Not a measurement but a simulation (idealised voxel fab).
process module | voxel wiring stack
cross-section cut | 245 nm wide | cells 5 nm
A cross-section is a grid of square cells, given in bands from the top down. A band is one or more rows of cells.
Each band's line starts with the height of the band's top and of its bottom, in nm. Then come its materials from left to right, each with its width in nm. One material with "throughout" fills the band from edge to edge. "air" is empty space.
Height 0 is the level under which the wafer as received is all one material. The lowest band goes on downwards, as in "0 down".
A width such as "30 to 40" changes by the same amount from each row of cells to the next, from the band's top row to its bottom row.
"no change" after a step means that no cell of the cross-section changed.
closed voids: empty space of 8 cells or more with no open way to the top, each as width x height at its distance from the left edge, in nm
after a step's settings: what the simulator itself notes on the step
overlay nm, on a step with a mask: how far to the right of its planned place the mask lay; to the left if negative
plan
1 op RECEIVE | material Si
2 op CONFORMAL_DEP | material SiO2 | thk nm 15
3 op CONFORMAL_DEP | material SiN | thk nm 5
4 op DIRECTIONAL_DEP | material SiO2 | thk nm 20
5 op DIRECTIONAL_DEP | material aC | thk nm 15
6 op PATTERN | tone open | mask id METAL_1 | material resist | width nm 20 | pitch nm 45 | thk nm 30 | overlay nm 0
7 op DIRECTIONAL_ETCH | etch materials aC | depth nm 15
8 op STRIP | etch materials resist
9 op DIRECTIONAL_ETCH | etch materials SiO2 | depth nm 20
10 op DIRECTIONAL_ETCH | etch materials SiN | depth nm 5
11 op STRIP | etch materials aC
12 op CONFORMAL_DEP | material TiN | thk nm 5
13 op FILL_DEP | material W | thk nm 10
14 op CMP | height nm 40
15 op EPI | material Ru | thk nm 5
16 op FILL_DEP | material SiCN | thk nm 5
17 op DIRECTIONAL_DEP | material lowk | thk nm 30
18 op PATTERN | tone open | mask id METAL_2 | material resist | width nm 20 | pitch nm 45 | thk nm 15 | overlay nm 0
19 op DIRECTIONAL_ETCH | etch materials lowk | depth nm 15
20 op STRIP | etch materials resist
21 op DIRECTIONAL_DEP | material aC | thk nm 10
22 op PATTERN | tone open | mask id METAL_2_HOLES | material resist | width nm 15 | pitch nm 45 | thk nm 30 | overlay nm 0
23 op DIRECTIONAL_ETCH | etch materials aC | depth nm 10
24 op STRIP | etch materials resist
25 op DIRECTIONAL_ETCH | etch materials lowk | depth nm 15
26 op DIRECTIONAL_ETCH | etch materials SiCN | depth nm 5
27 op STRIP | etch materials aC
28 op CONFORMAL_DEP | material TiN | thk nm 5
29 op FILL_DEP | material Ru | thk nm 5
30 op CMP | height nm 80
31 op CONFORMAL_DEP | material SiCN | thk nm 5
32 op DIRECTIONAL_DEP | material lowk | thk nm 30
33 op MASKED_ETCH | tone open | mask id METAL_3_HOLES | width nm 15 | pitch nm 45 | etch materials lowk | depth nm 30 | overlay nm 0
34 op MASKED_ETCH | tone open | mask id METAL_3 | width nm 20 | pitch nm 45 | etch materials lowk | depth nm 15 | overlay nm 0
35 op MASKED_ETCH | tone open | mask id METAL_3 | width nm 20 | pitch nm 45 | etch materials SiCN | depth nm 5 | overlay nm 0
36 op CONFORMAL_DEP | material TiN | thk nm 5
37 op FILL_DEP | material Ru | thk nm 10
38 op CMP | height nm 115
39 op CONFORMAL_DEP | material SiCN | thk nm 5
40 op DIRECTIONAL_DEP | material SiO2 | thk nm 35
41 op DIRECTIONAL_DEP | material aC | thk nm 10
42 op PATTERN | tone open | mask id METAL_4 | material resist | width nm 20 | pitch nm 45 | thk nm 25 | overlay nm 0
43 op DIRECTIONAL_ETCH | etch materials aC | depth nm 10
44 op STRIP | etch materials resist
45 op DIRECTIONAL_ETCH | etch materials SiO2 | depth nm 20
46 op STRIP | etch materials aC
47 op MASKED_ETCH | tone open | mask id METAL_4_HOLES | width nm 15 | pitch nm 45 | etch materials SiO2 | depth nm 15 | overlay nm 0
48 op MASKED_ETCH | tone open | mask id METAL_4_HOLES | width nm 15 | pitch nm 45 | etch materials SiCN | depth nm 5 | overlay nm 0
49 op CONFORMAL_DEP | material TiN | thk nm 5
50 op FILL_DEP | material Cu | thk nm 5
51 op CMP | height nm 155
52 op CONFORMAL_DEP | material SiN | thk nm 5
first wafer, as planned
as received, after step 1
  0 down: Si throughout
  closed voids: none
after step 2
  15 to 0: SiO2 throughout
  below 0: unchanged
after step 3
  20 to 15: SiN throughout
  below 15: unchanged
after step 4
  40 to 20: SiO2 throughout
  below 20: unchanged
after step 5
  55 to 40: aC throughout
  below 40: unchanged
after step 6
  85 to 55: resist 45 | air 20 | resist 25 | air 20 | resist 25 | air 20 | resist 25 | air 20 | resist 45
  below 55: unchanged
after step 7
  70 to 55: resist 45 | air 20 | resist 25 | air 20 | resist 25 | air 20 | resist 25 | air 20 | resist 45
  55 to 40: aC 45 | air 20 | aC 25 | air 20 | aC 25 | air 20 | aC 25 | air 20 | aC 45
  below 40: unchanged
after step 8
  55 to 40: aC 45 | air 20 | aC 25 | air 20 | aC 25 | air 20 | aC 25 | air 20 | aC 45
  below 40: unchanged
after step 9
  55 to 40: aC 45 | air 20 | aC 25 | air 20 | aC 25 | air 20 | aC 25 | air 20 | aC 45
  40 to 20: SiO2 45 | air 20 | SiO2 25 | air 20 | SiO2 25 | air 20 | SiO2 25 | air 20 | SiO2 45
  below 20: unchanged
after step 10
  55 to 40: aC 45 | air 20 | aC 25 | air 20 | aC 25 | air 20 | aC 25 | air 20 | aC 45
  40 to 20: SiO2 45 | air 20 | SiO2 25 | air 20 | SiO2 25 | air 20 | SiO2 25 | air 20 | SiO2 45
  20 to 15: SiN 45 | air 20 | SiN 25 | air 20 | SiN 25 | air 20 | SiN 25 | air 20 | SiN 45
  below 15: unchanged
after step 11
  40 to 20: SiO2 45 | air 20 | SiO2 25 | air 20 | SiO2 25 | air 20 | SiO2 25 | air 20 | SiO2 45
  below 20: unchanged
after step 12
  45 to 40: TiN 50 | air 10 | TiN 35 | air 10 | TiN 35 | air 10 | TiN 35 | air 10 | TiN 50
  40 to 20: SiO2 45 | TiN 5 | air 10 | TiN 5 | SiO2 25 | TiN 5 | air 10 | TiN 5 | SiO2 25 | TiN 5 | air 10 | TiN 5 | SiO2 25 | TiN 5 | air 10 | TiN 5 | SiO2 45
  20 to 15: SiN 45 | TiN 20 | SiN 25 | TiN 20 | SiN 25 | TiN 20 | SiN 25 | TiN 20 | SiN 45
  below 15: unchanged
after step 13
  55 to 45: W throughout
  45 to 40: TiN 50 | W 10 | TiN 35 | W 10 | TiN 35 | W 10 | TiN 35 | W 10 | TiN 50
  40 to 20: SiO2 45 | TiN 5 | W 10 | TiN 5 | SiO2 25 | TiN 5 | W 10 | TiN 5 | SiO2 25 | TiN 5 | W 10 | TiN 5 | SiO2 25 | TiN 5 | W 10 | TiN 5 | SiO2 45
  below 20: unchanged
after step 14
  40 to 20: SiO2 45 | TiN 5 | W 10 | TiN 5 | SiO2 25 | TiN 5 | W 10 | TiN 5 | SiO2 25 | TiN 5 | W 10 | TiN 5 | SiO2 25 | TiN 5 | W 10 | TiN 5 | SiO2 45
  below 20: unchanged
after step 15
  45 to 40: air 40 | Ru 30 | air 15 | Ru 30 | air 15 | Ru 30 | air 15 | Ru 30 | air 40
  below 40: unchanged
after step 16
  50 to 45: SiCN throughout
  45 to 40: SiCN 40 | Ru 30 | SiCN 15 | Ru 30 | SiCN 15 | Ru 30 | SiCN 15 | Ru 30 | SiCN 40
  below 40: unchanged
after step 17
  80 to 50: lowk throughout
  below 50: unchanged
after step 18
  95 to 80: resist 45 | air 20 | resist 25 | air 20 | resist 25 | air 20 | resist 25 | air 20 | resist 45
  below 80: unchanged
after step 19
  95 to 80: resist 45 | air 20 | resist 25 | air 20 | resist 25 | air 20 | resist 25 | air 20 | resist 45
  80 to 65: lowk 45 | air 20 | lowk 25 | air 20 | lowk 25 | air 20 | lowk 25 | air 20 | lowk 45
  below 65: unchanged
after step 20
  80 to 65: lowk 45 | air 20 | lowk 25 | air 20 | lowk 25 | air 20 | lowk 25 | air 20 | lowk 45
  below 65: unchanged
after step 21
  90 to 80: aC 45 | air 20 | aC 25 | air 20 | aC 25 | air 20 | aC 25 | air 20 | aC 45
  80 to 75: lowk 45 | air 20 | lowk 25 | air 20 | lowk 25 | air 20 | lowk 25 | air 20 | lowk 45
  75 to 65: lowk 45 | aC 20 | lowk 25 | aC 20 | lowk 25 | aC 20 | lowk 25 | aC 20 | lowk 45
  below 65: unchanged
after step 22
  120 to 90: resist 45 | air 15 | resist 30 | air 15 | resist 30 | air 15 | resist 30 | air 15 | resist 50
  90 to 80: aC 45 | air 15 | resist 5 | aC 25 | air 15 | resist 5 | aC 25 | air 15 | resist 5 | aC 25 | air 15 | resist 5 | aC 45
  80 to 75: lowk 45 | air 15 | resist 5 | lowk 25 | air 15 | resist 5 | lowk 25 | air 15 | resist 5 | lowk 25 | air 15 | resist 5 | lowk 45
  below 75: unchanged
after step 23
  110 to 90: resist 45 | air 15 | resist 30 | air 15 | resist 30 | air 15 | resist 30 | air 15 | resist 50
  90 to 80: aC 45 | air 15 | resist 5 | aC 25 | air 15 | resist 5 | aC 25 | air 15 | resist 5 | aC 25 | air 15 | resist 5 | aC 45
  80 to 75: lowk 45 | air 15 | resist 5 | lowk 25 | air 15 | resist 5 | lowk 25 | air 15 | resist 5 | lowk 25 | air 15 | resist 5 | lowk 45
  75 to 65: lowk 45 | air 15 | aC 5 | lowk 25 | air 15 | aC 5 | lowk 25 | air 15 | aC 5 | lowk 25 | air 15 | aC 5 | lowk 45
  below 65: unchanged
after step 24
  90 to 80: aC 45 | air 20 | aC 25 | air 20 | aC 25 | air 20 | aC 25 | air 20 | aC 45
  80 to 75: lowk 45 | air 20 | lowk 25 | air 20 | lowk 25 | air 20 | lowk 25 | air 20 | lowk 45
  below 75: unchanged
after step 25
  90 to 80: aC 45 | air 20 | aC 25 | air 20 | aC 25 | air 20 | aC 25 | air 20 | aC 45
  80 to 75: lowk 45 | air 20 | lowk 25 | air 20 | lowk 25 | air 20 | lowk 25 | air 20 | lowk 45
  75 to 65: lowk 45 | air 15 | aC 5 | lowk 25 | air 15 | aC 5 | lowk 25 | air 15 | aC 5 | lowk 25 | air 15 | aC 5 | lowk 45
  65 to 50: lowk 45 | air 15 | lowk 30 | air 15 | lowk 30 | air 15 | lowk 30 | air 15 | lowk 50
  below 50: unchanged
after step 26
  90 to 80: aC 45 | air 20 | aC 25 | air 20 | aC 25 | air 20 | aC 25 | air 20 | aC 45
  80 to 75: lowk 45 | air 20 | lowk 25 | air 20 | lowk 25 | air 20 | lowk 25 | air 20 | lowk 45
  75 to 65: lowk 45 | air 15 | aC 5 | lowk 25 | air 15 | aC 5 | lowk 25 | air 15 | aC 5 | lowk 25 | air 15 | aC 5 | lowk 45
  65 to 50: lowk 45 | air 15 | lowk 30 | air 15 | lowk 30 | air 15 | lowk 30 | air 15 | lowk 50
  50 to 45: SiCN 45 | air 15 | SiCN 30 | air 15 | SiCN 30 | air 15 | SiCN 30 | air 15 | SiCN 50
  below 45: unchanged
after step 27
  80 to 65: lowk 45 | air 20 | lowk 25 | air 20 | lowk 25 | air 20 | lowk 25 | air 20 | lowk 45
  below 65: unchanged
after step 28
  85 to 80: TiN 50 | air 10 | TiN 35 | air 10 | TiN 35 | air 10 | TiN 35 | air 10 | TiN 50
  80 to 70: lowk 45 | TiN 5 | air 10 | TiN 5 | lowk 25 | TiN 5 | air 10 | TiN 5 | lowk 25 | TiN 5 | air 10 | TiN 5 | lowk 25 | TiN 5 | air 10 | TiN 5 | lowk 45
  70 to 65: lowk 45 | TiN 5 | air 5 | TiN 10 | lowk 25 | TiN 5 | air 5 | TiN 10 | lowk 25 | TiN 5 | air 5 | TiN 10 | lowk 25 | TiN 5 | air 5 | TiN 10 | lowk 45
  65 to 50: lowk 45 | TiN 5 | air 5 | TiN 5 | lowk 30 | TiN 5 | air 5 | TiN 5 | lowk 30 | TiN 5 | air 5 | TiN 5 | lowk 30 | TiN 5 | air 5 | TiN 5 | lowk 50
  50 to 45: SiCN 45 | TiN 15 | SiCN 30 | TiN 15 | SiCN 30 | TiN 15 | SiCN 30 | TiN 15 | SiCN 50
  below 45: unchanged
after step 29
  90 to 85: Ru throughout
  85 to 80: TiN 50 | Ru 10 | TiN 35 | Ru 10 | TiN 35 | Ru 10 | TiN 35 | Ru 10 | TiN 50
  80 to 70: lowk 45 | TiN 5 | Ru 10 | TiN 5 | lowk 25 | TiN 5 | Ru 10 | TiN 5 | lowk 25 | TiN 5 | Ru 10 | TiN 5 | lowk 25 | TiN 5 | Ru 10 | TiN 5 | lowk 45
  70 to 65: lowk 45 | TiN 5 | Ru 5 | TiN 10 | lowk 25 | TiN 5 | Ru 5 | TiN 10 | lowk 25 | TiN 5 | Ru 5 | TiN 10 | lowk 25 | TiN 5 | Ru 5 | TiN 10 | lowk 45
  65 to 50: lowk 45 | TiN 5 | Ru 5 | TiN 5 | lowk 30 | TiN 5 | Ru 5 | TiN 5 | lowk 30 | TiN 5 | Ru 5 | TiN 5 | lowk 30 | TiN 5 | Ru 5 | TiN 5 | lowk 50
  below 50: unchanged
after step 30
  80 to 70: lowk 45 | TiN 5 | Ru 10 | TiN 5 | lowk 25 | TiN 5 | Ru 10 | TiN 5 | lowk 25 | TiN 5 | Ru 10 | TiN 5 | lowk 25 | TiN 5 | Ru 10 | TiN 5 | lowk 45
  below 70: unchanged
after step 31
  85 to 80: SiCN throughout
  below 80: unchanged
after step 32
  115 to 85: lowk throughout
  below 85: unchanged
after step 33
  115 to 85: lowk 45 | air 15 | lowk 30 | air 15 | lowk 30 | air 15 | lowk 30 | air 15 | lowk 50
  below 85: unchanged
after step 34
  115 to 100: lowk 45 | air 20 | lowk 25 | air 20 | lowk 25 | air 20 | lowk 25 | air 20 | lowk 45
  below 100: unchanged
after step 35
  115 to 100: lowk 45 | air 20 | lowk 25 | air 20 | lowk 25 | air 20 | lowk 25 | air 20 | lowk 45
  100 to 85: lowk 45 | air 15 | lowk 30 | air 15 | lowk 30 | air 15 | lowk 30 | air 15 | lowk 50
  85 to 80: SiCN 45 | air 15 | SiCN 30 | air 15 | SiCN 30 | air 15 | SiCN 30 | air 15 | SiCN 50
  below 80: unchanged
after step 36
  120 to 115: TiN 50 | air 10 | TiN 35 | air 10 | TiN 35 | air 10 | TiN 35 | air 10 | TiN 50
  115 to 105: lowk 45 | TiN 5 | air 10 | TiN 5 | lowk 25 | TiN 5 | air 10 | TiN 5 | lowk 25 | TiN 5 | air 10 | TiN 5 | lowk 25 | TiN 5 | air 10 | TiN 5 | lowk 45
  105 to 100: lowk 45 | TiN 5 | air 5 | TiN 10 | lowk 25 | TiN 5 | air 5 | TiN 10 | lowk 25 | TiN 5 | air 5 | TiN 10 | lowk 25 | TiN 5 | air 5 | TiN 10 | lowk 45
  100 to 85: lowk 45 | TiN 5 | air 5 | TiN 5 | lowk 30 | TiN 5 | air 5 | TiN 5 | lowk 30 | TiN 5 | air 5 | TiN 5 | lowk 30 | TiN 5 | air 5 | TiN 5 | lowk 50
  85 to 80: SiCN 45 | TiN 15 | SiCN 30 | TiN 15 | SiCN 30 | TiN 15 | SiCN 30 | TiN 15 | SiCN 50
  below 80: unchanged
after step 37
  130 to 120: Ru throughout
  120 to 115: TiN 50 | Ru 10 | TiN 35 | Ru 10 | TiN 35 | Ru 10 | TiN 35 | Ru 10 | TiN 50
  115 to 105: lowk 45 | TiN 5 | Ru 10 | TiN 5 | lowk 25 | TiN 5 | Ru 10 | TiN 5 | lowk 25 | TiN 5 | Ru 10 | TiN 5 | lowk 25 | TiN 5 | Ru 10 | TiN 5 | lowk 45
  105 to 100: lowk 45 | TiN 5 | Ru 5 | TiN 10 | lowk 25 | TiN 5 | Ru 5 | TiN 10 | lowk 25 | TiN 5 | Ru 5 | TiN 10 | lowk 25 | TiN 5 | Ru 5 | TiN 10 | lowk 45
  100 to 85: lowk 45 | TiN 5 | Ru 5 | TiN 5 | lowk 30 | TiN 5 | Ru 5 | TiN 5 | lowk 30 | TiN 5 | Ru 5 | TiN 5 | lowk 30 | TiN 5 | Ru 5 | TiN 5 | lowk 50
  below 85: unchanged
after step 38
  115 to 105: lowk 45 | TiN 5 | Ru 10 | TiN 5 | lowk 25 | TiN 5 | Ru 10 | TiN 5 | lowk 25 | TiN 5 | Ru 10 | TiN 5 | lowk 25 | TiN 5 | Ru 10 | TiN 5 | lowk 45
  below 105: unchanged
after step 39
  120 to 115: SiCN throughout
  below 115: unchanged
after step 40
  155 to 120: SiO2 throughout
  below 120: unchanged
after step 41
  165 to 155: aC throughout
  below 155: unchanged
after step 42
  190 to 165: resist 45 | air 20 | resist 25 | air 20 | resist 25 | air 20 | resist 25 | air 20 | resist 45
  below 165: unchanged
after step 43
  180 to 165: resist 45 | air 20 | resist 25 | air 20 | resist 25 | air 20 | resist 25 | air 20 | resist 45
  165 to 155: aC 45 | air 20 | aC 25 | air 20 | aC 25 | air 20 | aC 25 | air 20 | aC 45
  below 155: unchanged
after step 44
  165 to 155: aC 45 | air 20 | aC 25 | air 20 | aC 25 | air 20 | aC 25 | air 20 | aC 45
  below 155: unchanged
after step 45
  165 to 155: aC 45 | air 20 | aC 25 | air 20 | aC 25 | air 20 | aC 25 | air 20 | aC 45
  155 to 135: SiO2 45 | air 20 | SiO2 25 | air 20 | SiO2 25 | air 20 | SiO2 25 | air 20 | SiO2 45
  below 135: unchanged
after step 46
  155 to 135: SiO2 45 | air 20 | SiO2 25 | air 20 | SiO2 25 | air 20 | SiO2 25 | air 20 | SiO2 45
  below 135: unchanged
after step 47
  155 to 135: SiO2 45 | air 20 | SiO2 25 | air 20 | SiO2 25 | air 20 | SiO2 25 | air 20 | SiO2 45
  135 to 120: SiO2 45 | air 15 | SiO2 30 | air 15 | SiO2 30 | air 15 | SiO2 30 | air 15 | SiO2 50
  below 120: unchanged
after step 48
  155 to 135: SiO2 45 | air 20 | SiO2 25 | air 20 | SiO2 25 | air 20 | SiO2 25 | air 20 | SiO2 45
  135 to 120: SiO2 45 | air 15 | SiO2 30 | air 15 | SiO2 30 | air 15 | SiO2 30 | air 15 | SiO2 50
  120 to 115: SiCN 45 | air 15 | SiCN 30 | air 15 | SiCN 30 | air 15 | SiCN 30 | air 15 | SiCN 50
  below 115: unchanged
after step 49
  160 to 155: TiN 50 | air 10 | TiN 35 | air 10 | TiN 35 | air 10 | TiN 35 | air 10 | TiN 50
  155 to 140: SiO2 45 | TiN 5 | air 10 | TiN 5 | SiO2 25 | TiN 5 | air 10 | TiN 5 | SiO2 25 | TiN 5 | air 10 | TiN 5 | SiO2 25 | TiN 5 | air 10 | TiN 5 | SiO2 45
  140 to 135: SiO2 45 | TiN 5 | air 5 | TiN 10 | SiO2 25 | TiN 5 | air 5 | TiN 10 | SiO2 25 | TiN 5 | air 5 | TiN 10 | SiO2 25 | TiN 5 | air 5 | TiN 10 | SiO2 45
  135 to 120: SiO2 45 | TiN 5 | air 5 | TiN 5 | SiO2 30 | TiN 5 | air 5 | TiN 5 | SiO2 30 | TiN 5 | air 5 | TiN 5 | SiO2 30 | TiN 5 | air 5 | TiN 5 | SiO2 50
  120 to 115: SiCN 45 | TiN 15 | SiCN 30 | TiN 15 | SiCN 30 | TiN 15 | SiCN 30 | TiN 15 | SiCN 50
  below 115: unchanged
after step 50
  165 to 160: Cu throughout
  160 to 155: TiN 50 | Cu 10 | TiN 35 | Cu 10 | TiN 35 | Cu 10 | TiN 35 | Cu 10 | TiN 50
  155 to 140: SiO2 45 | TiN 5 | Cu 10 | TiN 5 | SiO2 25 | TiN 5 | Cu 10 | TiN 5 | SiO2 25 | TiN 5 | Cu 10 | TiN 5 | SiO2 25 | TiN 5 | Cu 10 | TiN 5 | SiO2 45
  140 to 135: SiO2 45 | TiN 5 | Cu 5 | TiN 10 | SiO2 25 | TiN 5 | Cu 5 | TiN 10 | SiO2 25 | TiN 5 | Cu 5 | TiN 10 | SiO2 25 | TiN 5 | Cu 5 | TiN 10 | SiO2 45
  135 to 120: SiO2 45 | TiN 5 | Cu 5 | TiN 5 | SiO2 30 | TiN 5 | Cu 5 | TiN 5 | SiO2 30 | TiN 5 | Cu 5 | TiN 5 | SiO2 30 | TiN 5 | Cu 5 | TiN 5 | SiO2 50
  below 120: unchanged
after step 51
  155 to 140: SiO2 45 | TiN 5 | Cu 10 | TiN 5 | SiO2 25 | TiN 5 | Cu 10 | TiN 5 | SiO2 25 | TiN 5 | Cu 10 | TiN 5 | SiO2 25 | TiN 5 | Cu 10 | TiN 5 | SiO2 45
  below 140: unchanged
after step 52
  160 to 155: SiN throughout
  below 155: unchanged
second wafer: like start, like plan, one mistake. Through step 33 it matches the first wafer
when step 34 should have ended
  115 to 100: air 60 | lowk 5 | air 40 | lowk 5 | air 40 | lowk 5 | air 40 | lowk 5 | air 45
  below 100: unchanged
when step 35 should have ended
  115 to 100: air 60 | lowk 5 | air 40 | lowk 5 | air 40 | lowk 5 | air 40 | lowk 5 | air 45
  100 to 85: lowk 45 | air 15 | lowk 30 | air 15 | lowk 30 | air 15 | lowk 30 | air 15 | lowk 50
  85 to 80: SiCN 45 | air 15 | SiCN 30 | air 15 | SiCN 30 | air 15 | SiCN 30 | air 15 | SiCN 50
  below 80: unchanged
when step 36 should have ended
  120 to 115: air 55 | TiN 15 | air 30 | TiN 15 | air 30 | TiN 15 | air 30 | TiN 15 | air 40
  115 to 105: air 55 | TiN 5 | lowk 5 | TiN 5 | air 30 | TiN 5 | lowk 5 | TiN 5 | air 30 | TiN 5 | lowk 5 | TiN 5 | air 30 | TiN 5 | lowk 5 | TiN 5 | air 40
  105 to 100: TiN 50 | air 5 | TiN 5 | lowk 5 | TiN 30 | air 5 | TiN 5 | lowk 5 | TiN 30 | air 5 | TiN 5 | lowk 5 | TiN 30 | air 5 | TiN 5 | lowk 5 | TiN 45
  100 to 85: lowk 45 | TiN 5 | air 5 | TiN 5 | lowk 30 | TiN 5 | air 5 | TiN 5 | lowk 30 | TiN 5 | air 5 | TiN 5 | lowk 30 | TiN 5 | air 5 | TiN 5 | lowk 50
  85 to 80: SiCN 45 | TiN 15 | SiCN 30 | TiN 15 | SiCN 30 | TiN 15 | SiCN 30 | TiN 15 | SiCN 50
  below 80: unchanged
when step 37 should have ended
  130 to 120: Ru throughout
  120 to 115: Ru 55 | TiN 15 | Ru 30 | TiN 15 | Ru 30 | TiN 15 | Ru 30 | TiN 15 | Ru 40
  115 to 105: Ru 55 | TiN 5 | lowk 5 | TiN 5 | Ru 30 | TiN 5 | lowk 5 | TiN 5 | Ru 30 | TiN 5 | lowk 5 | TiN 5 | Ru 30 | TiN 5 | lowk 5 | TiN 5 | Ru 40
  105 to 100: TiN 50 | Ru 5 | TiN 5 | lowk 5 | TiN 30 | Ru 5 | TiN 5 | lowk 5 | TiN 30 | Ru 5 | TiN 5 | lowk 5 | TiN 30 | Ru 5 | TiN 5 | lowk 5 | TiN 45
  100 to 85: lowk 45 | TiN 5 | Ru 5 | TiN 5 | lowk 30 | TiN 5 | Ru 5 | TiN 5 | lowk 30 | TiN 5 | Ru 5 | TiN 5 | lowk 30 | TiN 5 | Ru 5 | TiN 5 | lowk 50
  below 85: unchanged
when step 38 should have ended
  115 to 105: Ru 55 | TiN 5 | lowk 5 | TiN 5 | Ru 30 | TiN 5 | lowk 5 | TiN 5 | Ru 30 | TiN 5 | lowk 5 | TiN 5 | Ru 30 | TiN 5 | lowk 5 | TiN 5 | Ru 40
  below 105: unchanged
when step 39 should have ended
  120 to 115: SiCN throughout
  below 115: unchanged
when step 40 should have ended
  155 to 120: SiO2 throughout
  below 120: unchanged
when step 41 should have ended
  165 to 155: aC throughout
  below 155: unchanged
when step 42 should have ended
  190 to 165: resist 45 | air 20 | resist 25 | air 20 | resist 25 | air 20 | resist 25 | air 20 | resist 45
  below 165: unchanged
when step 43 should have ended
  180 to 165: resist 45 | air 20 | resist 25 | air 20 | resist 25 | air 20 | resist 25 | air 20 | resist 45
  165 to 155: aC 45 | air 20 | aC 25 | air 20 | aC 25 | air 20 | aC 25 | air 20 | aC 45
  below 155: unchanged
when step 44 should have ended
  165 to 155: aC 45 | air 20 | aC 25 | air 20 | aC 25 | air 20 | aC 25 | air 20 | aC 45
  below 155: unchanged
when step 45 should have ended
  165 to 155: aC 45 | air 20 | aC 25 | air 20 | aC 25 | air 20 | aC 25 | air 20 | aC 45
  155 to 135: SiO2 45 | air 20 | SiO2 25 | air 20 | SiO2 25 | air 20 | SiO2 25 | air 20 | SiO2 45
  below 135: unchanged
when step 46 should have ended
  155 to 135: SiO2 45 | air 20 | SiO2 25 | air 20 | SiO2 25 | air 20 | SiO2 25 | air 20 | SiO2 45
  below 135: unchanged
when step 47 should have ended
  155 to 135: SiO2 45 | air 20 | SiO2 25 | air 20 | SiO2 25 | air 20 | SiO2 25 | air 20 | SiO2 45
  135 to 120: SiO2 45 | air 15 | SiO2 30 | air 15 | SiO2 30 | air 15 | SiO2 30 | air 15 | SiO2 50
  below 120: unchanged
when step 48 should have ended
  155 to 135: SiO2 45 | air 20 | SiO2 25 | air 20 | SiO2 25 | air 20 | SiO2 25 | air 20 | SiO2 45
  135 to 120: SiO2 45 | air 15 | SiO2 30 | air 15 | SiO2 30 | air 15 | SiO2 30 | air 15 | SiO2 50
  120 to 115: SiCN 45 | air 15 | SiCN 30 | air 15 | SiCN 30 | air 15 | SiCN 30 | air 15 | SiCN 50
  below 115: unchanged
when step 49 should have ended
  160 to 155: TiN 50 | air 10 | TiN 35 | air 10 | TiN 35 | air 10 | TiN 35 | air 10 | TiN 50
  155 to 140: SiO2 45 | TiN 5 | air 10 | TiN 5 | SiO2 25 | TiN 5 | air 10 | TiN 5 | SiO2 25 | TiN 5 | air 10 | TiN 5 | SiO2 25 | TiN 5 | air 10 | TiN 5 | SiO2 45
  140 to 135: SiO2 45 | TiN 5 | air 5 | TiN 10 | SiO2 25 | TiN 5 | air 5 | TiN 10 | SiO2 25 | TiN 5 | air 5 | TiN 10 | SiO2 25 | TiN 5 | air 5 | TiN 10 | SiO2 45
  135 to 120: SiO2 45 | TiN 5 | air 5 | TiN 5 | SiO2 30 | TiN 5 | air 5 | TiN 5 | SiO2 30 | TiN 5 | air 5 | TiN 5 | SiO2 30 | TiN 5 | air 5 | TiN 5 | SiO2 50
  120 to 115: SiCN 45 | TiN 15 | SiCN 30 | TiN 15 | SiCN 30 | TiN 15 | SiCN 30 | TiN 15 | SiCN 50
  below 115: unchanged
when step 50 should have ended
  165 to 160: Cu throughout
  160 to 155: TiN 50 | Cu 10 | TiN 35 | Cu 10 | TiN 35 | Cu 10 | TiN 35 | Cu 10 | TiN 50
  155 to 140: SiO2 45 | TiN 5 | Cu 10 | TiN 5 | SiO2 25 | TiN 5 | Cu 10 | TiN 5 | SiO2 25 | TiN 5 | Cu 10 | TiN 5 | SiO2 25 | TiN 5 | Cu 10 | TiN 5 | SiO2 45
  140 to 135: SiO2 45 | TiN 5 | Cu 5 | TiN 10 | SiO2 25 | TiN 5 | Cu 5 | TiN 10 | SiO2 25 | TiN 5 | Cu 5 | TiN 10 | SiO2 25 | TiN 5 | Cu 5 | TiN 10 | SiO2 45
  135 to 120: SiO2 45 | TiN 5 | Cu 5 | TiN 5 | SiO2 30 | TiN 5 | Cu 5 | TiN 5 | SiO2 30 | TiN 5 | Cu 5 | TiN 5 | SiO2 30 | TiN 5 | Cu 5 | TiN 5 | SiO2 50
  below 120: unchanged
when step 51 should have ended
  155 to 140: SiO2 45 | TiN 5 | Cu 10 | TiN 5 | SiO2 25 | TiN 5 | Cu 10 | TiN 5 | SiO2 25 | TiN 5 | Cu 10 | TiN 5 | SiO2 25 | TiN 5 | Cu 10 | TiN 5 | SiO2 45
  below 140: unchanged
when step 52 should have ended
  160 to 155: SiN throughout
  below 155: unchanged
what went wrong: step 34 ran as: op MASKED_ETCH | tone cover | mask id METAL_3 | width nm 20 | pitch nm 45 | etch materials lowk | depth nm 15 | overlay nm 0
at the end the second wafer has, in cells: 58 more of Ru | 29 more of TiN | 87 fewer of lowk
